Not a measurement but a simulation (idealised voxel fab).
The following is a process module called voxel spacer lines.
Each square cell in cross-section cut measures 5 nm, and the section as a whole is 200 nm wide.
Bands, listed from the top down, are how a cross-section gets written in this document; the cross-section itself is a grid of square cells, and a band is one or more rows of them. For a band, the entry starts with two heights in nm, that of the top and then that of the bottom, and carries on with the band's materials in order from left to right, each alongside its width in nm; the word "full width" beside a single material means it fills the band edge to edge, and "blank" means empty space. Height is counted from the level 0, under which the received wafer is composed throughout of one material. The lowest of the bands is not closed at the bottom but continues downward, in the notation "0..down". With a width like "30->40", each row of cells in the band differs from the next by the same amount, the top row carrying the first number and the bottom row the second. "no modifications" -> step changed no cross-section cell. In "Enclosed void catalog" the enclosed voids are listed, meaning empty spaces of 8 cells or larger without any opening to the top. The form is width x height at distance, distance from the left edge, units nm. Step line, after settings: the simulator's comment on this step. overlay nm: step with mask; distance mask lay right of planned place; negative value = left of planned place.
These are the steps we planned for the process
1,RECEIVE [material Si]
2,CONFORMAL_DEP [material Al2O3] [thk nm 5]
3,DIRECTIONAL_DEP [material W] [thk nm 15]
4,DIRECTIONAL_DEP [material polySi] [thk nm 25]
5,PATTERN [tone cover] [mask id MANDREL] [material resist] [width nm 20] [pitch nm 70] [thk nm 35] [overlay nm 0]
6,DIRECTIONAL_ETCH [etch materials polySi] [depth nm 25]
7,STRIP [etch materials resist]
8,CONFORMAL_DEP [material SiN] [thk nm 15]
9,DIRECTIONAL_ETCH [etch materials SiN] [depth nm 15]
10,STRIP [etch materials polySi]
11,DIRECTIONAL_ETCH [etch materials W] [depth nm 15]
12,STRIP [etch materials SiN]
13,FILL_DEP [material lowk] [thk nm 5]
14,CMP [height nm 20]
The cross-section here shows the wafer as received, i.e. in its state after step 1
  0..down: Si full width
  Enclosed void catalog: none
Cross-section, end of module. Start: as above. Plan: as above. Execution: one mistake
  20..5: lowk 50 | W 15 | lowk 20 | W 15 | lowk 20 | W 15 | lowk 20 | W 15 | lowk 30
  5..0: Al2O3 full width
  0..down: Si full width
  Enclosed void catalog: none
What was the processing mistake? planned and actual differ for step 5; actual: PATTERN [tone cover] [mask id MANDREL] [material resist] [width nm 20] [pitch nm 70] [thk nm 35] [overlay nm 10]
